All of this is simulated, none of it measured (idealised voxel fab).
The following is a process module called voxel self aligned contacts.
Cross-section cut spans 235 nm and uses square cells 5 nm in size.
Cross-sections here: square-cell grids, written as top-down lists of bands, a band being one or more rows of cells.
Heads up on the band format: heights come first, top then bottom, in nm. After that it's the materials left to right, each with its width in nm. A single material flagged "full width" fills the whole band edge to edge, and "empty" means there's empty space there.
Heights are measured from 0, the level below which the as-received wafer is all one material; the lowest band has no bottom and continues downward, written as in "top 0, no bottom".
A two-number width, for instance "30 to 40", indicates that the width is equal to the first number in the top row of the band and to the second number in the bottom row, and that it changes by a constant amount per row of cells.
Key: "nothing was modified" - step with no changed cell in the cross-section.
Any empty space of 8 cells or more lacking an open way to the top shows up in "Unvented cavities" as width x height at distance, distance from the left edge, in nm.
The remark found on a step's line after its settings is issued by the simulator itself and pertains to that step.
overlay nm: right-of-plan distance of the mask on a masked step; negative values mean left-of-plan.
The steps planned for the process are as follows
1 RECEIVE: material Si
2 OXIDIZE: depth nm 5
3 DIRECTIONAL_DEP: material polySi, thk nm 25
4 DIRECTIONAL_DEP: material SiN, thk nm 15
5 PATTERN: tone cover, mask id GATE, material resist, width nm 25, pitch nm 50, thk nm 20, overlay nm 0
6 DIRECTIONAL_ETCH: etch materials SiN, depth nm 15
7 DIRECTIONAL_ETCH: etch materials polySi, depth nm 25
8 STRIP: etch materials resist
9 CONFORMAL_DEP: material SiN, thk nm 5
10 DIRECTIONAL_ETCH: etch materials SiN, depth nm 5
11 FILL_DEP: material SiO2, thk nm 20
12 CMP: height nm 50
13 DIRECTIONAL_DEP: material aC, thk nm 10
14 PATTERN: tone open, mask id CONTACT, material resist, width nm 35, pitch nm 50, thk nm 30, overlay nm -15
15 DIRECTIONAL_ETCH: etch materials aC, depth nm 10
16 STRIP: etch materials resist
17 DIRECTIONAL_ETCH: etch materials SiO2, depth nm 55
18 STRIP: etch materials aC
19 CONFORMAL_DEP: material TiN, thk nm 5
20 FILL_DEP: material Ru, thk nm 10
21 CMP: height nm 50
22 CONFORMAL_DEP: material SiCN, thk nm 5
The plan's step 14 overlay nm is the first wafer's value; the wafers differ in this setting and start identical.
Cross-section of the first incoming wafer of several, state after step 1
> top 0, no bottom: Si full width
> Unvented cavities: none
Below, a row for every wafer. Read it as the end-of-module picture: for each material the wafer shows its cells gained (+) or lost (-) since it was received, and then its closed voids
overlay nm -15, +10 Ru, -47 Si, +47 SiCN, +93 SiN, +285 SiO2, +54 TiN, +75 polySi, Unvented cavities: none
overlay nm -10, +28 Ru, -47 Si, +47 SiCN, +93 SiN, +267 SiO2, +54 TiN, +75 polySi, Unvented cavities: none
overlay nm -5, +28 Ru, -47 Si, +47 SiCN, +93 SiN, +267 SiO2, +54 TiN, +75 polySi, Unvented cavities: none
overlay nm 0, +28 Ru, -47 Si, +47 SiCN, +93 SiN, +267 SiO2, +54 TiN, +75 polySi, Unvented cavities: none
overlay nm 5, +28 Ru, -47 Si, +47 SiCN, +93 SiN, +267 SiO2, +54 TiN, +75 polySi, Unvented cavities: none
overlay nm 10, +28 Ru, -47 Si, +47 SiCN, +93 SiN, +267 SiO2, +54 TiN, +75 polySi, Unvented cavities: none
overlay nm 15, +10 Ru, -47 Si, +47 SiCN, +93 SiN, +285 SiO2, +54 TiN, +75 polySi, Unvented cavities: none
